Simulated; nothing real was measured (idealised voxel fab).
Title: Process Module voxel self aligned vias
Square cells of 5 nm make up the cross-section cut, whose width is 230 nm.
For the purposes of this document, a cross-section shall be understood as a grid of square cells, specified as bands listed in top-to-bottom order, each band consisting of one or more rows of cells. The entry gives the band's vertical extent as a top height and a bottom height in nm, then its horizontal make-up as materials from left to right, each with a width in nm. "empty" stands for empty space; a single material marked "all across" fills the band edge to edge. Beneath 0, the wafer as received is one material, and that level is where height counting begins. The lowest band goes on downward without a bottom; it is written like "from 0 down". So if you see something like "30..40" for the width, read it as the top row of the band sitting at the first number and the bottom row at the second, with every row in between moving by the same amount as the last. "no modification" -> step changed no cross-section cell. "closed voids": empty spaces of 8 cells or more with no open way to the top, each given as width x height at distance, distance from the left edge, all in nm. Step line, after settings: the simulator's comment on this step. "overlay nm", when on a step's line for a step with a mask, measures how far to the right of its planned place the mask lay; a negative measure means to the left. Below you will find pairs of cross-sections. In each, one shows the wafer before one process step and the other after it, with the after view ending at the lowest band that changed. Under each pair is the step separating them, along with its settings. Do not assume the pairs form a chain: they can come from different runs of this module on the same starting wafer, and a pair continues from the pair above it only when its "Prior to step" entry says so.
### Prior to step
    from 85 to 65  resist 40 nm  empty 40 nm  resist 70 nm  empty 40 nm  resist 40 nm
    from 65 to 45  SiO2 40 nm  empty 40 nm  SiO2 70 nm  empty 40 nm  SiO2 40 nm
    from 45 to 35  SiN 50 nm  SiO2 20 nm  SiN 35 nm  SiO2 20 nm  SiN 35 nm  SiO2 20 nm  SiN 50 nm
    from 35 to 20  Ru 45 nm  TiN 5 nm  SiO2 20 nm  TiN 5 nm  Ru 25 nm  TiN 5 nm  SiO2 20 nm  TiN 5 nm  Ru 25 nm  TiN 5 nm  SiO2 20 nm  TiN 5 nm  Ru 45 nm
    from 20 to 15  TiN 50 nm  SiO2 20 nm  TiN 35 nm  SiO2 20 nm  TiN 35 nm  SiO2 20 nm  TiN 50 nm
    from 15 to 10  SiCN all across
    from 10 to 0  SiO2 all across
    from 0 down  Si all across
    closed voids: none
### Section After Processing
    from 85 to 65  resist 40 nm  empty 40 nm  resist 70 nm  empty 40 nm  resist 40 nm
    from 65 to 45  SiO2 40 nm  empty 40 nm  SiO2 70 nm  empty 40 nm  SiO2 40 nm
    from 45 to 35  SiN 40 nm  empty 10 nm  SiO2 20 nm  empty 10 nm  SiN 25 nm  SiO2 20 nm  SiN 25 nm  empty 10 nm  SiO2 20 nm  empty 10 nm  SiN 40 nm
    Under 35: no change, same as before.
    closed voids: none
Operation between the pre and post cross-sections above: op DIRECTIONAL_ETCH | etch materials SiN | depth nm 10
Prior to step: The pre-step condition corresponds to the post-step cross-section depicted in the pair directly above.
### Section After Processing
    from 65 to 45  SiO2 40 nm  empty 40 nm  SiO2 70 nm  empty 40 nm  SiO2 40 nm
    Under 45: no change, same as before.
    closed voids: none
Operation between the pre and post cross-sections above: op STRIP | etch materials resist
Prior to step: The pre-step condition corresponds to the post-step cross-section depicted in the pair directly above.
### Section After Processing
    from 70 to 65  TiN 45 nm  empty 30 nm  TiN 80 nm  empty 30 nm  TiN 45 nm
    from 65 to 50  SiO2 40 nm  TiN 5 nm  empty 30 nm  TiN 5 nm  SiO2 70 nm  TiN 5 nm  empty 30 nm  TiN 5 nm  SiO2 40 nm
    from 50 to 45  SiO2 40 nm  TiN 40 nm  SiO2 70 nm  TiN 40 nm  SiO2 40 nm
    from 45 to 35  SiN 40 nm  TiN 10 nm  SiO2 20 nm  TiN 10 nm  SiN 25 nm  SiO2 20 nm  SiN 25 nm  TiN 10 nm  SiO2 20 nm  TiN 10 nm  SiN 40 nm
    Under 35: no change, same as before.
    closed voids: none
Operation between the pre and post cross-sections above: op CONFORMAL_DEP | material TiN | thk nm 5
Prior to step: The pre-step condition corresponds to the post-step cross-section depicted in the pair directly above.
### Section After Processing
    from 80 to 70  Cu all across
    from 70 to 65  TiN 45 nm  Cu 30 nm  TiN 80 nm  Cu 30 nm  TiN 45 nm
    from 65 to 50  SiO2 40 nm  TiN 5 nm  Cu 30 nm  TiN 5 nm  SiO2 70 nm  TiN 5 nm  Cu 30 nm  TiN 5 nm  SiO2 40 nm
    Under 50: no change, same as before.
    closed voids: none
Operation between the pre and post cross-sections above: op FILL_DEP | material Cu | thk nm 10
Prior to step: The pre-step condition corresponds to the post-step cross-section depicted in the pair directly above.
### Section After Processing
    from 65 to 50  SiO2 40 nm  TiN 5 nm  Cu 30 nm  TiN 5 nm  SiO2 70 nm  TiN 5 nm  Cu 30 nm  TiN 5 nm  SiO2 40 nm
    Under 50: no change, same as before.
    closed voids: none
Operation between the pre and post cross-sections above: op CMP | height nm 65
Prior to step: The pre-step condition corresponds to the post-step cross-section depicted in the pair directly above.
### Section After Processing
    from 70 to 65  SiN all across
    Under 65: no change, same as before.
    closed voids: none
Operation between the pre and post cross-sections above: op CONFORMAL_DEP | material SiN | thk nm 5
